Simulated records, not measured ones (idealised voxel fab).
This is a process module. Its name is voxel fin reveal.
The cross-section on display is named cut; it measures 200 nm wide, and its cells are 5 nm squares.
This document writes a cross-section as a grid whose cells are square, and gives it as bands, listed from the top down; one or more rows of cells form a band. Band: top height; bottom height; in nm. Then, left to right: material with width in nm, for each material. "edge to edge": a single material spanning edge to edge. "empty": empty space. Measure heights from 0. That's the level where, below it, the as-received wafer is all one material. The lowest band is bottomless and extends downward; write it as in "0 down". The notation "30..40" denotes a width that varies across the rows of cells in the band, beginning at the first number in the top row, finishing at the second number in the bottom row, and changing by an identical amount from each row to the next. "nothing changed" means the step left every cell of the cross-section as it was. Look at "Closed void list" for the closed voids: empty spaces with no open path to the top, sized 8 cells or up. Each is width x height at distance, distance from the left edge, all nm. Step line, after settings: the simulator's comment on this step. overlay nm: how far to the right of its planned place the mask lay on this masked step (negative: to the left).
## Below is the list of planned process steps
1,RECEIVE,material Si
2,CONFORMAL_DEP,material SiN,thk nm 10
3,MASKED_ETCH,tone cover,mask id FINS,width nm 15,pitch nm 45,etch materials SiN,depth nm 10,overlay nm 0
4,MASKED_ETCH,tone cover,mask id FINS,width nm 15,pitch nm 45,etch materials Si,depth nm 40,overlay nm 0
5,OXIDIZE,depth nm 5
6,FILL_DEP,material SiO2,thk nm 10
7,CMP,height nm 10
8,SELECTIVE_ETCH,etch materials SiO2,depth nm 30
9,STRIP,etch materials SiN
Variable across wafers: step 8 depth nm (plan value is that of the first wafer; starting state common to all).
## First of several wafers (as received, post step 1), cross-sectional view
	0 down = Si edge to edge
	Closed void list: none
## Gained (+) or lost (-) cells of each material since receipt, then closed voids: one row per wafer, at the end of the module
depth nm 30; -342 Si; +190 SiO2; Closed void list: none
depth nm 35; -342 Si; +152 SiO2; Closed void list: none
depth nm 40; -342 Si; +114 SiO2; Closed void list: none
depth nm 45; -342 Si; +76 SiO2; Closed void list: none
depth nm 50; -342 Si; +38 SiO2; Closed void list: none
depth nm 55; -342 Si; Closed void list: none
